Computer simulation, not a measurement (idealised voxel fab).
Presented below is a process module, voxel transistor to metal.
Section shown: cut. Width: 190 nm. Cell size: 5 nm, square.
Cross-section layout: square cells on a grid; listed as bands, top to bottom; a band spans one or more cell rows.
This entry defines a band. It first specifies the height of the band's top and the height of its bottom in nm, and then specifies the band's materials from left to right, stating each material with its width in nm. The word "throughout" identifies a single material that fills the band from edge to edge, while the word "blank" identifies empty space.
All heights in this document are referenced to 0, defined as the level beneath which the wafer, as received, consists entirely of one material. The lowest band is not bounded below; it extends indefinitely downward and is written in the form "0 down".
A width given as "30->40" starts at the first number in the band's top row and ends at the second number in its bottom row, shifting by an equal amount at every step from row to row.
What does "remained the same" mean for a step? It means no cell of the cross-section changed in that step.
If an empty space has no open way to the top and is at least 8 cells in size, "Unvented voids" lists it, written width x height at distance, where distance is measured from the left edge and every value is in nm.
It should be noted that, on the line of a given step, the content following the step's settings is a remark produced by the simulator itself with respect to that step.
overlay nm: right-of-plan distance of the mask on a masked step; negative values mean left-of-plan.
Guide to the pairs. Each holds a before and an after cross-section around one process step; the after cross-section is cut off at the lowest band that changed. Look under the pair for the step between them and its settings. Pairs can come from different runs of this module on the same starting wafer, so a pair follows on from the one above it only where its entry headed "Before this step" says it does.
Before this step
* 45 to 40 | SiCN throughout
* 40 to 25 | SiO2 50 nm; TiN 5 nm; Ru 5 nm; TiN 5 nm; SiO2 60 nm; TiN 5 nm; Ru 5 nm; TiN 5 nm; SiO2 50 nm
* 25 to 15 | SiO2 50 nm; TiN 5 nm; Ru 5 nm; TiN 5 nm; SiO2 20 nm; SiCN 20 nm; SiO2 20 nm; TiN 5 nm; Ru 5 nm; TiN 5 nm; SiO2 50 nm
* 15 to 10 | SiO2 50 nm; TiN 5 nm; Ru 5 nm; TiN 5 nm; SiO2 20 nm; polySi 20 nm; SiO2 20 nm; TiN 5 nm; Ru 5 nm; TiN 5 nm; SiO2 50 nm
* 10 to 5 | SiO2 50 nm; TiN 15 nm; SiO2 20 nm; polySi 20 nm; SiO2 20 nm; TiN 15 nm; SiO2 50 nm
* 5 to -5 | SiO2 65 nm; nSi 15 nm; SiO2 5 nm; polySi 20 nm; SiO2 5 nm; nSi 15 nm; SiO2 65 nm
* -5 to -10 | SiO2 45 nm; nSi 35 nm; SiO2 30 nm; nSi 35 nm; SiO2 45 nm
* -10 to -20 | SiO2 50 nm; nSi 30 nm; Si 30 nm; nSi 30 nm; SiO2 50 nm
* -20 to -45 | SiO2 50 nm; Si 90 nm; SiO2 50 nm
* -45 down | Si throughout
* Unvented voids: none
After
* 60 to 45 | lowk throughout
* Note: structure below 45 unchanged.
* Unvented voids: none
Which step turns the before cross-section above into the after cross-section? DIRECTIONAL_DEP, material lowk, thk nm 15
Before this step: after-step cross-section of the pair just above applies.
After
* 80 to 60 | resist 50 nm; blank 15 nm; resist 60 nm; blank 15 nm; resist 50 nm
* Note: structure below 60 unchanged.
* Unvented voids: none
Which step turns the before cross-section above into the after cross-section? PATTERN, tone open, mask id METAL_1, material resist, width nm 15, pitch nm 75, thk nm 20, overlay nm 0
Before this step: after-step cross-section of the pair just above applies.
After
* 80 to 60 | resist 50 nm; blank 15 nm; resist 60 nm; blank 15 nm; resist 50 nm
* 60 to 45 | lowk 50 nm; blank 15 nm; lowk 60 nm; blank 15 nm; lowk 50 nm
* Note: structure below 45 unchanged.
* Unvented voids: none
Which step turns the before cross-section above into the after cross-section? DIRECTIONAL_ETCH, etch materials lowk, depth nm 15
Before this step: after-step cross-section of the pair just above applies.
After
* 80 to 60 | resist 50 nm; blank 15 nm; resist 60 nm; blank 15 nm; resist 50 nm
* 60 to 45 | lowk 50 nm; blank 15 nm; lowk 60 nm; blank 15 nm; lowk 50 nm
* 45 to 40 | SiCN 50 nm; blank 15 nm; SiCN 60 nm; blank 15 nm; SiCN 50 nm
* Note: structure below 40 unchanged.
* Unvented voids: none
Which step turns the before cross-section above into the after cross-section? DIRECTIONAL_ETCH, etch materials SiCN, depth nm 5
Before this step: after-step cross-section of the pair just above applies.
After
* 60 to 45 | lowk 50 nm; blank 15 nm; lowk 60 nm; blank 15 nm; lowk 50 nm
* Note: structure below 45 unchanged.
* Unvented voids: none
Which step turns the before cross-section above into the after cross-section? STRIP, etch materials resist
Before this step: after-step cross-section of the pair just above applies.
After
* 65 to 60 | TiN 55 nm; blank 5 nm; TiN 70 nm; blank 5 nm; TiN 55 nm
* 60 to 45 | lowk 50 nm; TiN 5 nm; blank 5 nm; TiN 5 nm; lowk 60 nm; TiN 5 nm; blank 5 nm; TiN 5 nm; lowk 50 nm
* 45 to 40 | SiCN 50 nm; TiN 15 nm; SiCN 60 nm; TiN 15 nm; SiCN 50 nm
* Note: structure below 40 unchanged.
* Unvented voids: none
Which step turns the before cross-section above into the after cross-section? CONFORMAL_DEP, material TiN, thk nm 5
Before this step: after-step cross-section of the pair just above applies.
After
* 70 to 65 | Ru throughout
* 65 to 60 | TiN 55 nm; Ru 5 nm; TiN 70 nm; Ru 5 nm; TiN 55 nm
* 60 to 45 | lowk 50 nm; TiN 5 nm; Ru 5 nm; TiN 5 nm; lowk 60 nm; TiN 5 nm; Ru 5 nm; TiN 5 nm; lowk 50 nm
* Note: structure below 45 unchanged.
* Unvented voids: none
Which step turns the before cross-section above into the after cross-section? FILL_DEP, material Ru, thk nm 5
Before this step: after-step cross-section of the pair just above applies.
After
* 60 to 45 | lowk 50 nm; TiN 5 nm; Ru 5 nm; TiN 5 nm; lowk 60 nm; TiN 5 nm; Ru 5 nm; TiN 5 nm; lowk 50 nm
* Note: structure below 45 unchanged.
* Unvented voids: none
Which step turns the before cross-section above into the after cross-section? CMP, height nm 60
Before this step: after-step cross-section of the pair just above applies.
After
* 65 to 60 | SiN throughout
* Note: structure below 60 unchanged.
* Unvented voids: none
Which step turns the before cross-section above into the after cross-section? CONFORMAL_DEP, material SiN, thk nm 5
Before this step
* 25 to 20 | blank 70 nm; SiN 10 nm; blank 5 nm; SiCN 20 nm; blank 5 nm; SiN 10 nm; blank 70 nm
* 20 to 15 | blank 70 nm; SiN 10 nm; SiO2 5 nm; SiCN 20 nm; SiO2 5 nm; SiN 10 nm; blank 70 nm
* 15 to 5 | blank 70 nm; SiN 10 nm; SiO2 5 nm; polySi 20 nm; SiO2 5 nm; SiN 10 nm; blank 70 nm
* 5 to 0 | blank 50 nm; nSi 20 nm; SiN 10 nm; SiO2 5 nm; polySi 20 nm; SiO2 5 nm; SiN 10 nm; nSi 20 nm; blank 50 nm
* 0 to -5 | blank 45 nm; SiN 10 nm; nSi 15 nm; SiN 10 nm; SiO2 5 nm; polySi 20 nm; SiO2 5 nm; SiN 10 nm; nSi 15 nm; SiN 10 nm; blank 45 nm
* -5 to -10 | SiO2 55 nm; nSi 15 nm; SiO2 50 nm; nSi 15 nm; SiO2 55 nm
* -10 to -20 | SiO2 50 nm; Si 5 nm; nSi 15 nm; Si 50 nm; nSi 15 nm; Si 5 nm; SiO2 50 nm
* -20 to -45 | SiO2 50 nm; Si 90 nm; SiO2 50 nm
* -45 down | Si throughout
* Unvented voids: none
After
* 25 to 20 | blank 70 nm; SiN 10 nm; blank 5 nm; SiCN 20 nm; blank 5 nm; SiN 10 nm; blank 70 nm
* 20 to 15 | blank 35 nm; nSi 35 nm; SiN 10 nm; SiO2 5 nm; SiCN 20 nm; SiO2 5 nm; SiN 10 nm; nSi 35 nm; blank 35 nm
* 15 to 0 | blank 35 nm; nSi 35 nm; SiN 10 nm; SiO2 5 nm; polySi 20 nm; SiO2 5 nm; SiN 10 nm; nSi 35 nm; blank 35 nm
* 0 to -5 | blank 35 nm; nSi 10 nm; SiN 10 nm; nSi 15 nm; SiN 10 nm; SiO2 5 nm; polySi 20 nm; SiO2 5 nm; SiN 10 nm; nSi 15 nm; SiN 10 nm; nSi 10 nm; blank 35 nm
* Note: structure below -5 unchanged.
* Unvented voids: none
Which step turns the before cross-section above into the after cross-section? EPI, material nSi, thk nm 15
Before this step: after-step cross-section of the pair just above applies.
After
* 35 to 25 | SiO2 throughout
* 25 to 20 | SiO2 70 nm; SiN 10 nm; SiO2 5 nm; SiCN 20 nm; SiO2 5 nm; SiN 10 nm; SiO2 70 nm
* 20 to 15 | SiO2 35 nm; nSi 35 nm; SiN 10 nm; SiO2 5 nm; SiCN 20 nm; SiO2 5 nm; SiN 10 nm; nSi 35 nm; SiO2 35 nm
* 15 to 0 | SiO2 35 nm; nSi 35 nm; SiN 10 nm; SiO2 5 nm; polySi 20 nm; SiO2 5 nm; SiN 10 nm; nSi 35 nm; SiO2 35 nm
* 0 to -5 | SiO2 35 nm; nSi 10 nm; SiN 10 nm; nSi 15 nm; SiN 10 nm; SiO2 5 nm; polySi 20 nm; SiO2 5 nm; SiN 10 nm; nSi 15 nm; SiN 10 nm; nSi 10 nm; SiO2 35 nm
* Note: structure below -5 unchanged.
* Unvented voids: none
Which step turns the before cross-section above into the after cross-section? FILL_DEP, material SiO2, thk nm 10
Before this step: after-step cross-section of the pair just above applies.
After
* 25 to 20 | SiO2 70 nm; SiN 10 nm; SiO2 5 nm; SiCN 20 nm; SiO2 5 nm; SiN 10 nm; SiO2 70 nm
* Note: structure below 20 unchanged.
* Unvented voids: none
Which step turns the before cross-section above into the after cross-section? CMP, height nm 25
Before this step: after-step cross-section of the pair just above applies.
After
* 40 to 25 | SiO2 throughout
* Note: structure below 25 unchanged.
* Unvented voids: none
Which step turns the before cross-section above into the after cross-section? DIRECTIONAL_DEP, material SiO2, thk nm 15
Before this step: after-step cross-section of the pair just above applies.
After
* 60 to 40 | resist 50 nm; blank 15 nm; resist 60 nm; blank 15 nm; resist 50 nm
* Note: structure below 40 unchanged.
* Unvented voids: none
Which step turns the before cross-section above into the after cross-section? PATTERN, tone open, mask id CONTACT, material resist, width nm 15, pitch nm 75, thk nm 20, overlay nm 0
Before this step: after-step cross-section of the pair just above applies.
After
* 60 to 40 | resist 50 nm; blank 15 nm; resist 60 nm; blank 15 nm; resist 50 nm
* 40 to 25 | SiO2 50 nm; blank 15 nm; SiO2 60 nm; blank 15 nm; SiO2 50 nm
* 25 to 20 | SiO2 50 nm; blank 15 nm; SiO2 5 nm; SiN 10 nm; SiO2 5 nm; SiCN 20 nm; SiO2 5 nm; SiN 10 nm; SiO2 5 nm; blank 15 nm; SiO2 50 nm
* Note: structure below 20 unchanged.
* Unvented voids: none
Which step turns the before cross-section above into the after cross-section? DIRECTIONAL_ETCH, etch materials SiO2, depth nm 35
Before this step: after-step cross-section of the pair just above applies.
After
* 40 to 25 | SiO2 50 nm; blank 15 nm; SiO2 60 nm; blank 15 nm; SiO2 50 nm
* Note: structure below 25 unchanged.
* Unvented voids: none
Which step turns the before cross-section above into the after cross-section? STRIP, etch materials resist
Before this step: after-step cross-section of the pair just above applies.
After
* 45 to 40 | TiN 55 nm; blank 5 nm; TiN 70 nm; blank 5 nm; TiN 55 nm
* 40 to 25 | SiO2 50 nm; TiN 5 nm; blank 5 nm; TiN 5 nm; SiO2 60 nm; TiN 5 nm; blank 5 nm; TiN 5 nm; SiO2 50 nm
* 25 to 20 | SiO2 50 nm; TiN 15 nm; SiO2 5 nm; SiN 10 nm; SiO2 5 nm; SiCN 20 nm; SiO2 5 nm; SiN 10 nm; SiO2 5 nm; TiN 15 nm; SiO2 50 nm
* Note: structure below 20 unchanged.
* Unvented voids: none
Which step turns the before cross-section above into the after cross-section? CONFORMAL_DEP, material TiN, thk nm 5
Before this step: after-step cross-section of the pair just above applies.
After
* 55 to 45 | Ru throughout
* 45 to 40 | TiN 55 nm; Ru 5 nm; TiN 70 nm; Ru 5 nm; TiN 55 nm
* 40 to 25 | SiO2 50 nm; TiN 5 nm; Ru 5 nm; TiN 5 nm; SiO2 60 nm; TiN 5 nm; Ru 5 nm; TiN 5 nm; SiO2 50 nm
* Note: structure below 25 unchanged.
* Unvented voids: none
Which step turns the before cross-section above into the after cross-section? FILL_DEP, material Ru, thk nm 10
Before this step: after-step cross-section of the pair just above applies.
After
* 40 to 25 | SiO2 50 nm; TiN 5 nm; Ru 5 nm; TiN 5 nm; SiO2 60 nm; TiN 5 nm; Ru 5 nm; TiN 5 nm; SiO2 50 nm
* Note: structure below 25 unchanged.
* Unvented voids: none
Which step turns the before cross-section above into the after cross-section? CMP, height nm 40
Before this step: after-step cross-section of the pair just above applies.
After
* 45 to 40 | SiCN throughout
* Note: structure below 40 unchanged.
* Unvented voids: none
Which step turns the before cross-section above into the after cross-section? CONFORMAL_DEP, material SiCN, thk nm 5
Before this step: after-step cross-section of the pair just above applies.
After
* 60 to 45 | lowk throughout
* Note: structure below 45 unchanged.
* Unvented voids: none
Which step turns the before cross-section above into the after cross-section? DIRECTIONAL_DEP, material lowk, thk nm 15
Before this step: after-step cross-section of the pair just above applies.
After
* 80 to 60 | resist 50 nm; blank 15 nm; resist 60 nm; blank 15 nm; resist 50 nm
* Note: structure below 60 unchanged.
* Unvented voids: none
Which step turns the before cross-section above into the after cross-section? PATTERN, tone open, mask id METAL_1, material resist, width nm 15, pitch nm 75, thk nm 20, overlay nm 0
Before this step: after-step cross-section of the pair just above applies.
After
* 80 to 60 | resist 50 nm; blank 15 nm; resist 60 nm; blank 15 nm; resist 50 nm
* 60 to 45 | lowk 50 nm; blank 15 nm; lowk 60 nm; blank 15 nm; lowk 50 nm
* Note: structure below 45 unchanged.
* Unvented voids: none
Which step turns the before cross-section above into the after cross-section? DIRECTIONAL_ETCH, etch materials lowk, depth nm 15
Before this step: after-step cross-section of the pair just above applies.
After
* 80 to 60 | resist 50 nm; blank 15 nm; resist 60 nm; blank 15 nm; resist 50 nm
* 60 to 45 | lowk 50 nm; blank 15 nm; lowk 60 nm; blank 15 nm; lowk 50 nm
* 45 to 40 | SiCN 50 nm; blank 15 nm; SiCN 60 nm; blank 15 nm; SiCN 50 nm
* Note: structure below 40 unchanged.
* Unvented voids: none
Which step turns the before cross-section above into the after cross-section? DIRECTIONAL_ETCH, etch materials SiCN, depth nm 5
Before this step: after-step cross-section of the pair just above applies.
After
* 60 to 45 | lowk 50 nm; blank 15 nm; lowk 60 nm; blank 15 nm; lowk 50 nm
* Note: structure below 45 unchanged.
* Unvented voids: none
Which step turns the before cross-section above into the after cross-section? STRIP, etch materials resist
Before this step: after-step cross-section of the pair just above applies.
After
* 65 to 60 | TiN 55 nm; blank 5 nm; TiN 70 nm; blank 5 nm; TiN 55 nm
* 60 to 45 | lowk 50 nm; TiN 5 nm; blank 5 nm; TiN 5 nm; lowk 60 nm; TiN 5 nm; blank 5 nm; TiN 5 nm; lowk 50 nm
* 45 to 40 | SiCN 50 nm; TiN 15 nm; SiCN 60 nm; TiN 15 nm; SiCN 50 nm
* Note: structure below 40 unchanged.
* Unvented voids: none
Which step turns the before cross-section above into the after cross-section? CONFORMAL_DEP, material TiN, thk nm 5
Before this step: after-step cross-section of the pair just above applies.
After
* 70 to 65 | Ru throughout
* 65 to 60 | TiN 55 nm; Ru 5 nm; TiN 70 nm; Ru 5 nm; TiN 55 nm
* 60 to 45 | lowk 50 nm; TiN 5 nm; Ru 5 nm; TiN 5 nm; lowk 60 nm; TiN 5 nm; Ru 5 nm; TiN 5 nm; lowk 50 nm
* Note: structure below 45 unchanged.
* Unvented voids: none
Which step turns the before cross-section above into the after cross-section? FILL_DEP, material Ru, thk nm 5
Before this step: after-step cross-section of the pair just above applies.
After
* 60 to 45 | lowk 50 nm; TiN 5 nm; Ru 5 nm; TiN 5 nm; lowk 60 nm; TiN 5 nm; Ru 5 nm; TiN 5 nm; lowk 50 nm
* Note: structure below 45 unchanged.
* Unvented voids: none
Which step turns the before cross-section above into the after cross-section? CMP, height nm 60
Before this step: after-step cross-section of the pair just above applies.
After
* 65 to 60 | SiN throughout
* Note: structure below 60 unchanged.
* Unvented voids: none
Which step turns the before cross-section above into the after cross-section? CONFORMAL_DEP, material SiN, thk nm 5
Before this step
* 10 to 0 | SiO2 45 nm; SiN 100 nm; SiO2 45 nm
* 0 to -5 | SiO2 throughout
* -5 to -45 | SiO2 50 nm; Si 90 nm; SiO2 50 nm
* -45 down | Si throughout
* Unvented voids: none
After
* 10 to 0 | SiO2 45 nm; blank 100 nm; SiO2 45 nm
* Note: structure below 0 unchanged.
* Unvented voids: none
Which step turns the before cross-section above into the after cross-section? STRIP, etch materials SiN
Before this step: after-step cross-section of the pair just above applies.
After
* 5 to -5 | SiO2 40 nm; blank 110 nm; SiO2 40 nm
* Note: structure below -5 unchanged.
* Unvented voids: none
Which step turns the before cross-section above into the after cross-section? SELECTIVE_ETCH, etch materials SiO2, depth nm 5
Before this step: after-step cross-section of the pair just above applies.
After
* 0 to -5 | SiO2 35 nm; blank 120 nm; SiO2 35 nm
* -5 to -10 | SiO2 35 nm; blank 15 nm; Si 90 nm; blank 15 nm; SiO2 35 nm
* Note: structure below -10 unchanged.
* Unvented voids: none
Which step turns the before cross-section above into the after cross-section? SELECTIVE_ETCH, etch materials SiO2, depth nm 5
Before this step: after-step cross-section of the pair just above applies.
After
* 0 to -5 | SiO2 35 nm; blank 120 nm; SiO2 35 nm
* -5 to -10 | SiO2 35 nm; blank 15 nm; SiO2 90 nm; blank 15 nm; SiO2 35 nm
* -10 to -15 | SiO2 55 nm; Si 80 nm; SiO2 55 nm
* Note: structure below -15 unchanged.
* Unvented voids: none
Which step turns the before cross-section above into the after cross-section? OXIDIZE, depth nm 5
Before this step: after-step cross-section of the pair just above applies.
After
* 20 to 15 | polySi 35 nm; blank 120 nm; polySi 35 nm
* 15 to 10 | polySi 35 nm; blank 15 nm; polySi 90 nm; blank 15 nm; polySi 35 nm
* 10 to 0 | polySi throughout
* 0 to -5 | SiO2 35 nm; polySi 120 nm; SiO2 35 nm
* -5 to -10 | SiO2 35 nm; polySi 15 nm; SiO2 90 nm; polySi 15 nm; SiO2 35 nm
* Note: structure below -10 unchanged.
* Unvented voids: none
Which step turns the before cross-section above into the after cross-section? DIRECTIONAL_DEP, material polySi, thk nm 20
Before this step: after-step cross-section of the pair just above applies.
After
* 30 to 25 | SiCN 35 nm; blank 120 nm; SiCN 35 nm
* 25 to 20 | SiCN 35 nm; blank 15 nm; SiCN 90 nm; blank 15 nm; SiCN 35 nm
* 20 to 15 | polySi 35 nm; SiCN 120 nm; polySi 35 nm
* 15 to 10 | polySi 35 nm; SiCN 15 nm; polySi 90 nm; SiCN 15 nm; polySi 35 nm
* Note: structure below 10 unchanged.
* Unvented voids: none
Which step turns the before cross-section above into the after cross-section? DIRECTIONAL_DEP, material SiCN, thk nm 10
Before this step: after-step cross-section of the pair just above applies.
After
* 50 to 30 | blank 85 nm; resist 20 nm; blank 85 nm
* 30 to 25 | SiCN 35 nm; blank 50 nm; resist 20 nm; blank 50 nm; SiCN 35 nm
* Note: structure below 25 unchanged.
* Unvented voids: none
Which step turns the before cross-section above into the after cross-section? PATTERN, tone cover, mask id GATE, material resist, width nm 20, thk nm 20, overlay nm 0
Before this step: after-step cross-section of the pair just above applies.
After
* 50 to 25 | blank 85 nm; resist 20 nm; blank 85 nm
* 25 to 20 | blank 85 nm; SiCN 20 nm; blank 85 nm
* 20 to 15 | polySi 35 nm; blank 50 nm; SiCN 20 nm; blank 50 nm; polySi 35 nm
* 15 to 10 | polySi 35 nm; blank 15 nm; polySi 90 nm; blank 15 nm; polySi 35 nm
* Note: structure below 10 unchanged.
* Unvented voids: none
Which step turns the before cross-section above into the after cross-section? DIRECTIONAL_ETCH, etch materials SiCN, depth nm 20
Before this step: after-step cross-section of the pair just above applies.
After
* 50 to 25 | blank 85 nm; resist 20 nm; blank 85 nm
* 25 to 15 | blank 85 nm; SiCN 20 nm; blank 85 nm
* 15 to 0 | blank 85 nm; polySi 20 nm; blank 85 nm
* 0 to -5 | SiO2 35 nm; blank 50 nm; polySi 20 nm; blank 50 nm; SiO2 35 nm
* -5 to -10 | SiO2 35 nm; blank 15 nm; SiO2 90 nm; blank 15 nm; SiO2 35 nm
* Note: structure below -10 unchanged.
* Unvented voids: none
Which step turns the before cross-section above into the after cross-section? DIRECTIONAL_ETCH, etch materials polySi, depth nm 30
Before this step: after-step cross-section of the pair just above applies.
After
* 25 to 15 | blank 85 nm; SiCN 20 nm; blank 85 nm
* Note: structure below 15 unchanged.
* Unvented voids: none
Which step turns the before cross-section above into the after cross-section? STRIP, etch materials resist
Before this step: after-step cross-section of the pair just above applies.
After
* 30 to 25 | blank 80 nm; SiO2 30 nm; blank 80 nm
* 25 to 15 | blank 80 nm; SiO2 5 nm; SiCN 20 nm; SiO2 5 nm; blank 80 nm
* 15 to 5 | blank 80 nm; SiO2 5 nm; polySi 20 nm; SiO2 5 nm; blank 80 nm
* 5 to -5 | SiO2 40 nm; blank 40->5 nm; SiO2 5->40 nm; polySi 20 nm; SiO2 5->40 nm; blank 40->5 nm; SiO2 40 nm
* -5 to -10 | SiO2 throughout
* Note: structure below -10 unchanged.
* Unvented voids: none
Which step turns the before cross-section above into the after cross-section? CONFORMAL_DEP, material SiO2, thk nm 5
Before this step: after-step cross-section of the pair just above applies.
After
* 25 to 15 | blank 80 nm; SiO2 5 nm; SiCN 20 nm; SiO2 5 nm; blank 80 nm
* 15 to 0 | blank 80 nm; SiO2 5 nm; polySi 20 nm; SiO2 5 nm; blank 80 nm
* 0 to -5 | SiO2 40 nm; blank 40 nm; SiO2 5 nm; polySi 20 nm; SiO2 5 nm; blank 40 nm; SiO2 40 nm
* -5 to -10 | SiO2 40 nm; blank 5 nm; SiO2 100 nm; blank 5 nm; SiO2 40 nm
* Note: structure below -10 unchanged.
* Unvented voids: none
Which step turns the before cross-section above into the after cross-section? DIRECTIONAL_ETCH, etch materials SiO2, depth nm 5
Before this step: after-step cross-section of the pair just above applies.
After
* 35 to 25 | blank 70 nm; SiN 50 nm; blank 70 nm
* 25 to 15 | blank 70 nm; SiN 10 nm; SiO2 5 nm; SiCN 20 nm; SiO2 5 nm; SiN 10 nm; blank 70 nm
* 15 to 10 | blank 70 nm; SiN 10 nm; SiO2 5 nm; polySi 20 nm; SiO2 5 nm; SiN 10 nm; blank 70 nm
* 10 to 5 | SiN 50 nm; blank 20 nm; SiN 10 nm; SiO2 5 nm; polySi 20 nm; SiO2 5 nm; SiN 10 nm; blank 20 nm; SiN 50 nm
* 5 to 0 | SiN 80 nm; SiO2 5 nm; polySi 20 nm; SiO2 5 nm; SiN 80 nm
* 0 to -5 | SiO2 40 nm; SiN 40 nm; SiO2 5 nm; polySi 20 nm; SiO2 5 nm; SiN 40 nm; SiO2 40 nm
* -5 to -10 | SiO2 40 nm; SiN 5 nm; SiO2 100 nm; SiN 5 nm; SiO2 40 nm
* Note: structure below -10 unchanged.
* Unvented voids: none
Which step turns the before cross-section above into the after cross-section? CONFORMAL_DEP, material SiN, thk nm 10
Before this step: after-step cross-section of the pair just above applies.
After
* 25 to 15 | blank 70 nm; SiN 10 nm; SiO2 5 nm; SiCN 20 nm; SiO2 5 nm; SiN 10 nm; blank 70 nm
* 15 to 0 | blank 70 nm; SiN 10 nm; SiO2 5 nm; polySi 20 nm; SiO2 5 nm; SiN 10 nm; blank 70 nm
* 0 to -5 | SiO2 40 nm; SiN 10 nm; blank 20 nm; SiN 10 nm; SiO2 5 nm; polySi 20 nm; SiO2 5 nm; SiN 10 nm; blank 20 nm; SiN 10 nm; SiO2 40 nm
* Note: structure below -5 unchanged.
* Unvented voids: none
Which step turns the before cross-section above into the after cross-section? DIRECTIONAL_ETCH, etch materials SiN, depth nm 10
Before this step: after-step cross-section of the pair just above applies.
After
* 25 to 20 | blank 70 nm; SiN 10 nm; blank 5 nm; SiCN 20 nm; blank 5 nm; SiN 10 nm; blank 70 nm
* 20 to 15 | blank 70 nm; SiN 10 nm; SiO2 5 nm; SiCN 20 nm; SiO2 5 nm; SiN 10 nm; blank 70 nm
* 15 to 0 | blank 70 nm; SiN 10 nm; SiO2 5 nm; polySi 20 nm; SiO2 5 nm; SiN 10 nm; blank 70 nm
* 0 to -5 | blank 40 nm; SiN 10 nm; blank 20 nm; SiN 10 nm; SiO2 5 nm; polySi 20 nm; SiO2 5 nm; SiN 10 nm; blank 20 nm; SiN 10 nm; blank 40 nm
* -5 to -10 | SiO2 40 nm; SiN 5 nm; SiO2 5 nm; blank 20 nm; SiO2 50 nm; blank 20 nm; SiO2 5 nm; SiN 5 nm; SiO2 40 nm
* Note: structure below -10 unchanged.
* Unvented voids: none
Which step turns the before cross-section above into the after cross-section? DIRECTIONAL_ETCH, etch materials SiO2, depth nm 5
Before this step: after-step cross-section of the pair just above applies.
After
* 25 to 20 | blank 70 nm; SiN 10 nm; blank 5 nm; SiCN 20 nm; blank 5 nm; SiN 10 nm; blank 70 nm
* 20 to 15 | blank 70 nm; SiN 10 nm; SiO2 5 nm; SiCN 20 nm; SiO2 5 nm; SiN 10 nm; blank 70 nm
* 15 to 0 | blank 70 nm; SiN 10 nm; SiO2 5 nm; polySi 20 nm; SiO2 5 nm; SiN 10 nm; blank 70 nm
* 0 to -5 | blank 40 nm; SiN 10 nm; blank 20 nm; SiN 10 nm; SiO2 5 nm; polySi 20 nm; SiO2 5 nm; SiN 10 nm; blank 20 nm; SiN 10 nm; blank 40 nm
* -5 to -10 | SiO2 40 nm; SiN 5 nm; SiO2 5 nm; blank 20 nm; SiO2 50 nm; blank 20 nm; SiO2 5 nm; SiN 5 nm; SiO2 40 nm
* -10 to -15 | SiO2 55 nm; blank 15 nm; Si 50 nm; blank 15 nm; SiO2 55 nm
* -15 to -20 | SiO2 50 nm; Si 5 nm; blank 15 nm; Si 50 nm; blank 15 nm; Si 5 nm; SiO2 50 nm
* Note: structure below -20 unchanged.
* Unvented voids: none
Which step turns the before cross-section above into the after cross-section? DIRECTIONAL_ETCH, etch materials Si, depth nm 10
Before this step: after-step cross-section of the pair just above applies.
After
* 25 to 20 | blank 70 nm; SiN 10 nm; blank 5 nm; SiCN 20 nm; blank 5 nm; SiN 10 nm; blank 70 nm
* 20 to 15 | blank 70 nm; SiN 10 nm; SiO2 5 nm; SiCN 20 nm; SiO2 5 nm; SiN 10 nm; blank 70 nm
* 15 to 5 | blank 70 nm; SiN 10 nm; SiO2 5 nm; polySi 20 nm; SiO2 5 nm; SiN 10 nm; blank 70 nm
* 5 to 0 | blank 55 nm; nSi 15 nm; SiN 10 nm; SiO2 5 nm; polySi 20 nm; SiO2 5 nm; SiN 10 nm; nSi 15 nm; blank 55 nm
* 0 to -5 | blank 40 nm; SiN 10 nm; nSi 20 nm; SiN 10 nm; SiO2 5 nm; polySi 20 nm; SiO2 5 nm; SiN 10 nm; nSi 20 nm; SiN 10 nm; blank 40 nm
* -5 to -10 | SiO2 40 nm; SiN 5 nm; SiO2 5 nm; nSi 20 nm; SiO2 50 nm; nSi 20 nm; SiO2 5 nm; SiN 5 nm; SiO2 40 nm
* -10 to -15 | SiO2 55 nm; nSi 15 nm; Si 50 nm; nSi 15 nm; SiO2 55 nm
* -15 to -20 | SiO2 50 nm; Si 5 nm; nSi 15 nm; Si 50 nm; nSi 15 nm; Si 5 nm; SiO2 50 nm
* Note: structure below -20 unchanged.
* Unvented voids: none
Which step turns the before cross-section above into the after cross-section? EPI, material nSi, thk nm 15
Before this step: after-step cross-section of the pair just above applies.
After
* 35 to 25 | SiO2 throughout
* 25 to 15 | SiO2 70 nm; SiN 10 nm; SiO2 5 nm; SiCN 20 nm; SiO2 5 nm; SiN 10 nm; SiO2 70 nm
* 15 to 5 | SiO2 70 nm; SiN 10 nm; SiO2 5 nm; polySi 20 nm; SiO2 5 nm; SiN 10 nm; SiO2 70 nm
* 5 to 0 | SiO2 55 nm; nSi 15 nm; SiN 10 nm; SiO2 5 nm; polySi 20 nm; SiO2 5 nm; SiN 10 nm; nSi 15 nm; SiO2 55 nm
* 0 to -5 | SiO2 40 nm; SiN 10 nm; nSi 20 nm; SiN 10 nm; SiO2 5 nm; polySi 20 nm; SiO2 5 nm; SiN 10 nm; nSi 20 nm; SiN 10 nm; SiO2 40 nm
* Note: structure below -5 unchanged.
* Unvented voids: none
Which step turns the before cross-section above into the after cross-section? FILL_DEP, material SiO2, thk nm 10
Before this step: after-step cross-section of the pair just above applies.
After
* 25 to 15 | SiO2 70 nm; SiN 10 nm; SiO2 5 nm; SiCN 20 nm; SiO2 5 nm; SiN 10 nm; SiO2 70 nm
* Note: structure below 15 unchanged.
* Unvented voids: none
Which step turns the before cross-section above into the after cross-section? CMP, height nm 25
Before this step: after-step cross-section of the pair just above applies.
After
* 40 to 25 | SiO2 throughout
* Note: structure below 25 unchanged.
* Unvented voids: none
Which step turns the before cross-section above into the after cross-section? DIRECTIONAL_DEP, material SiO2, thk nm 15
Before this step: after-step cross-section of the pair just above applies.
After
* 60 to 40 | resist 50 nm; blank 15 nm; resist 60 nm; blank 15 nm; resist 50 nm
* Note: structure below 40 unchanged.
* Unvented voids: none
Which step turns the before cross-section above into the after cross-section? PATTERN, tone open, mask id CONTACT, material resist, width nm 15, pitch nm 75, thk nm 20, overlay nm 0
Before this step: after-step cross-section of the pair just above applies.
After
* 60 to 40 | resist 50 nm; blank 15 nm; resist 60 nm; blank 15 nm; resist 50 nm
* 40 to 25 | SiO2 50 nm; blank 15 nm; SiO2 60 nm; blank 15 nm; SiO2 50 nm
* 25 to 15 | SiO2 50 nm; blank 15 nm; SiO2 5 nm; SiN 10 nm; SiO2 5 nm; SiCN 20 nm; SiO2 5 nm; SiN 10 nm; SiO2 5 nm; blank 15 nm; SiO2 50 nm
* 15 to 5 | SiO2 50 nm; blank 15 nm; SiO2 5 nm; SiN 10 nm; SiO2 5 nm; polySi 20 nm; SiO2 5 nm; SiN 10 nm; SiO2 5 nm; blank 15 nm; SiO2 50 nm
* Note: structure below 5 unchanged.
* Unvented voids: none
Which step turns the before cross-section above into the after cross-section? DIRECTIONAL_ETCH, etch materials SiO2, depth nm 35
Before this step: after-step cross-section of the pair just above applies.
After
* 40 to 25 | SiO2 50 nm; blank 15 nm; SiO2 60 nm; blank 15 nm; SiO2 50 nm
* Note: structure below 25 unchanged.
* Unvented voids: none
Which step turns the before cross-section above into the after cross-section? STRIP, etch materials resist
